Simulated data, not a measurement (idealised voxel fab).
process module | voxel self aligned vias
cross-section cut | 215 nm wide | cells 5 nm
A cross-section is a grid of square cells, given in bands from the top down. A band is one or more rows of cells.
Each band's line starts with the height of the band's top and of its bottom, in nm. Then come its materials from left to right, each with its width in nm. One material with "throughout" fills the band from edge to edge. "air" is empty space.
Height 0 is the level under which the wafer as received is all one material. The lowest band goes on downwards, as in "0 down".
A width such as "30 to 40" changes by the same amount from each row of cells to the next, from the band's top row to its bottom row.
"no change" after a step means that no cell of the cross-section changed.
closed voids: empty space of 8 cells or more with no open way to the top, each as width x height at its distance from the left edge, in nm
after a step's settings: what the simulator itself notes on the step
overlay nm, on a step with a mask: how far to the right of its planned place the mask lay; to the left if negative
plan
1 op RECEIVE | material Si
2 op CONFORMAL_DEP | material SiO2 | thk nm 10
3 op CONFORMAL_DEP | material SiCN | thk nm 5
4 op DIRECTIONAL_DEP | material lowk | thk nm 30
5 op MASKED_ETCH | tone open | mask id LINES | width nm 25 | pitch nm 50 | etch materials lowk | depth nm 30 | overlay nm 0
6 op CONFORMAL_DEP | material TiN | thk nm 5
7 op FILL_DEP | material Ru | thk nm 5
8 op CMP | height nm 45
9 op SELECTIVE_ETCH | etch materials W Ru TiN | depth nm 5
10 op FILL_DEP | material SiN | thk nm 10
11 op CMP | height nm 45
12 op DIRECTIONAL_DEP | material lowk | thk nm 15
13 op PATTERN | tone open | mask id VIAS | material resist | width nm 35 | thk nm 15 | overlay nm 0
14 op DIRECTIONAL_ETCH | etch materials lowk | depth nm 15
15 op DIRECTIONAL_ETCH | etch materials SiN | depth nm 5
16 op STRIP | etch materials resist
17 op CONFORMAL_DEP | material TiN | thk nm 5
18 op FILL_DEP | material Cu | thk nm 10
19 op CMP | height nm 60
20 op CONFORMAL_DEP | material SiCN | thk nm 5
as received, after step 1
  0 down: Si throughout
  closed voids: none
first wafer at the end, as planned
  65 to 60: SiCN throughout
  60 to 50: lowk 65 | TiN 5 | Cu 25 | TiN 5 | lowk 115
  50 to 45: lowk 65 | TiN 10 | Cu 15 | TiN 10 | lowk 115
  45 to 40: lowk 70 | TiN 25 | lowk 25 | SiN 25 | lowk 70
  40 to 20: lowk 70 | TiN 5 | Ru 15 | TiN 5 | lowk 25 | TiN 5 | Ru 15 | TiN 5 | lowk 70
  20 to 15: lowk 70 | TiN 25 | lowk 25 | TiN 25 | lowk 70
  15 to 10: SiCN throughout
  10 to 0: SiO2 throughout
  0 down: Si throughout
  closed voids: none
second wafer at the end: like start, like plan, one mistake
  65 to 60: SiCN throughout
  60 to 50: lowk 65 | TiN 5 | Cu 25 | TiN 5 | lowk 115
  50 to 45: lowk 65 | TiN 5 | Cu 15 | TiN 15 | lowk 115
  45 to 40: lowk 65 | TiN 25 | lowk 25 | SiN 25 | lowk 75
  40 to 20: lowk 65 | TiN 5 | Ru 15 | TiN 5 | lowk 25 | TiN 5 | Ru 15 | TiN 5 | lowk 75
  20 to 15: lowk 65 | TiN 25 | lowk 25 | TiN 25 | lowk 75
  15 to 10: SiCN throughout
  10 to 0: SiO2 throughout
  0 down: Si throughout
  closed voids: none
what went wrong: step 5 ran as: op MASKED_ETCH | tone open | mask id LINES | width nm 25 | pitch nm 50 | etch materials lowk | depth nm 30 | overlay nm -5
at the end the second wafer has, in cells: as many of each material as the first, in other places
